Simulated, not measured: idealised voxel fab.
Documented hereafter: the process module known as voxel transistor to metal.
Section cut is 210 nm wide and gridded with 5 nm square cells.
Cross-sections here: square-cell grids, written as top-down lists of bands, a band being one or more rows of cells.
Read a band's entry like this: the first values are the height of its top and the height of its bottom in nm, and what follows is the sequence of materials from left to right, each with its width in nm. Note that "empty" is empty space, and that a single material marked "everywhere" reaches across the band from edge to edge.
Heights from 0 (as-received wafer is one material below). Bottom band endless downward, as "top 0, no bottom".
A width such as "30..40" changes by the same amount from each row of cells to the next, from the band's top row to its bottom row.
Given "nothing altered" for a step, no cell of the cross-section differs between before and after that step.
"Cavities, sealed": empty spaces of 8 cells or more with no open way to the top, each given as width x height at distance, distance from the left edge, all in nm.
Where a step's line continues beyond its settings, the continuation is a remark by the simulator itself on that step.
The "overlay nm" setting may appear on a step's line; for a step that uses a mask, it gives how far to the right of its planned position the mask lay, and a negative value indicates the left.
## Steps in the process plan
1) RECEIVE,material Si
2) OXIDIZE,depth nm 5
3) CONFORMAL_DEP,material SiN,thk nm 10
4) MASKED_ETCH,tone cover,mask id ACTIVE,width nm 110,etch materials SiN,depth nm 10,overlay nm 0
5) MASKED_ETCH,tone cover,mask id ACTIVE,width nm 110,etch materials SiO2,depth nm 5,overlay nm 0
6) MASKED_ETCH,tone cover,mask id ACTIVE,width nm 110,etch materials Si,depth nm 20,overlay nm 0
7) FILL_DEP,material SiO2,thk nm 10
8) CMP,height nm 10
9) SELECTIVE_ETCH,etch materials SiO2,depth nm 10
10) STRIP,etch materials SiN
11) SELECTIVE_ETCH,etch materials SiO2,depth nm 5
12) OXIDIZE,depth nm 5
13) DIRECTIONAL_DEP,material polySi,thk nm 20
14) DIRECTIONAL_DEP,material SiCN,thk nm 15
15) DIRECTIONAL_DEP,material aC,thk nm 10
16) PATTERN,tone cover,mask id GATE,material resist,width nm 30,thk nm 25,overlay nm 0
17) DIRECTIONAL_ETCH,etch materials aC,depth nm 10
18) STRIP,etch materials resist
19) DIRECTIONAL_ETCH,etch materials SiCN,depth nm 25
20) DIRECTIONAL_ETCH,etch materials polySi,depth nm 30
21) STRIP,etch materials aC
22) CONFORMAL_DEP,material SiN,thk nm 10
23) DIRECTIONAL_ETCH,etch materials SiN,depth nm 10
24) DIRECTIONAL_ETCH,etch materials SiO2,depth nm 5
25) DIRECTIONAL_ETCH,etch materials Si,depth nm 15
26) EPI,material nSi,thk nm 20
27) FILL_DEP,material SiO2,thk nm 10
28) CMP,height nm 15
29) STRIP,etch materials polySi
30) SELECTIVE_ETCH,etch materials SiO2,depth nm 5
31) CONFORMAL_DEP,material HfO2,thk nm 5
32) CONFORMAL_DEP,material TiN,thk nm 5
33) FILL_DEP,material W,thk nm 10
34) CMP,height nm 10
35) DIRECTIONAL_DEP,material SiO2,thk nm 10
36) DIRECTIONAL_DEP,material aC,thk nm 15
37) PATTERN,tone open,mask id CONTACT,material resist,width nm 15,pitch nm 75,thk nm 35,overlay nm 0
38) DIRECTIONAL_ETCH,etch materials aC,depth nm 15
39) STRIP,etch materials resist
40) DIRECTIONAL_ETCH,etch materials SiO2,depth nm 10
41) STRIP,etch materials aC
42) CONFORMAL_DEP,material TiN,thk nm 5
43) FILL_DEP,material Ru,thk nm 10
44) CMP,height nm 20
45) CONFORMAL_DEP,material SiCN,thk nm 5
46) DIRECTIONAL_DEP,material SiO2,thk nm 15
47) PATTERN,tone open,mask id METAL_1,material resist,width nm 15,pitch nm 75,thk nm 20,overlay nm 0
48) DIRECTIONAL_ETCH,etch materials SiO2,depth nm 15
49) DIRECTIONAL_ETCH,etch materials SiCN,depth nm 5
50) STRIP,etch materials resist
51) CONFORMAL_DEP,material TiN,thk nm 5
52) FILL_DEP,material Ru,thk nm 10
53) CMP,height nm 40
54) CONFORMAL_DEP,material SiN,thk nm 5
## Wafer at receipt (post step 1), cross-section
	top 0, no bottom = Si everywhere
	Cavities, sealed: none
## Cross-section at module end, one run error; start and plan unchanged from above
	top 45, bottom 40 = SiN everywhere
	top 40, bottom 25 = 60 SiO2 | 5 TiN | 10 Ru | 5 TiN | 55 SiO2 | 5 TiN | 10 Ru | 5 TiN | 55 SiO2
	top 25, bottom 20 = 60 SiCN | 20 TiN | 55 SiCN | 20 TiN | 55 SiCN
	top 20, bottom 15 = 60 SiO2 | 5 TiN | 5 Ru | 5 TiN | 60 SiO2 | 5 TiN | 5 Ru | 5 TiN | 60 SiO2
	top 15, bottom 10 = 60 SiO2 | 15 TiN | 60 SiO2 | 15 TiN | 60 SiO2
	top 10, bottom 0 = 60 SiO2 | 20 nSi | 10 SiN | 5 HfO2 | 5 TiN | 10 W | 5 TiN | 5 HfO2 | 10 SiN | 20 nSi | 60 SiO2
	top 0, bottom -5 = 60 SiO2 | 20 nSi | 10 SiN | 5 HfO2 | 20 TiN | 5 HfO2 | 10 SiN | 20 nSi | 60 SiO2
	top -5, bottom -10 = 45 SiO2 | 35 nSi | 5 SiO2 | 40 HfO2 | 5 SiO2 | 35 nSi | 45 SiO2
	top -10, bottom -25 = 50 SiO2 | 30 nSi | 50 Si | 30 nSi | 50 SiO2
	top -25, no bottom = Si everywhere
	Cavities, sealed: none
The plan and the run diverged here: so step 47 ended up running with a different setting than we planned, it ran as PATTERN,tone open,mask id METAL_1,material resist,width nm 20,pitch nm 75,thk nm 20,overlay nm 0
